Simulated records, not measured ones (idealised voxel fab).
The process module that follows is named voxel spacer lines.
Section shown: cut. Width: 230 nm. Cell size: 5 nm, square.
Each cross-section below is a grid of square cells, stated as bands in top-down order, with one or more rows of cells making up each band. Top, bottom (nm), then materials left to right with widths (nm); lone material tagged "edge to edge" fills the whole band edge to edge; "empty" = empty space. For the purposes of this specification, 0 denotes the height below which the wafer in its as-received condition is composed wholly of one material, and the lowermost band, lacking a lower limit, extends downward without end, as expressed in "0..down". Note: "30 to 40" means the width goes from the first number (top row of the band) to the second number (bottom row) in equal steps per row of cells. "all unchanged" means the step left every cell of the cross-section as it was. "Non-vented voids" specifies each empty space that is not open to the top and that occupies no fewer than 8 cells, using the form width x height at distance, the distance measured from the left edge and all three quantities in nm. Step line, after settings: the simulator's comment on this step. A step line may carry the setting "overlay nm", which, for steps involving a mask, states the distance by which the mask lay to the right of its intended position; negative values denote displacement to the left.
The steps planned for the process are as follows
1: RECEIVE [material Si]
2: CONFORMAL_DEP [material Al2O3] [thk nm 5]
3: DIRECTIONAL_DEP [material SiN] [thk nm 15]
4: DIRECTIONAL_DEP [material aC] [thk nm 25]
5: PATTERN [tone cover] [mask id MANDREL] [material resist] [width nm 25] [pitch nm 80] [thk nm 30] [overlay nm 0]
6: DIRECTIONAL_ETCH [etch materials aC] [depth nm 25]
7: STRIP [etch materials resist]
8: CONFORMAL_DEP [material SiO2] [thk nm 15]
9: DIRECTIONAL_ETCH [etch materials SiO2] [depth nm 15]
10: STRIP [etch materials aC]
11: DIRECTIONAL_ETCH [etch materials SiN] [depth nm 15]
12: STRIP [etch materials SiO2]
as received, after step 1
> 0..down | Si edge to edge
> Non-vented voids: none
One mistake in running the module, otherwise start and plan as above: cross-section at the end
> 35..20 | 45 nm empty / 15 nm SiN / 25 nm empty / 15 nm SiN / 25 nm empty / 15 nm SiN / 25 nm empty / 15 nm SiN / 50 nm empty
> 20..5 | SiN edge to edge
> 5..0 | Al2O3 edge to edge
> 0..down | Si edge to edge
> Non-vented voids: none
What was the processing mistake? step 3 of the plan was twice carried out
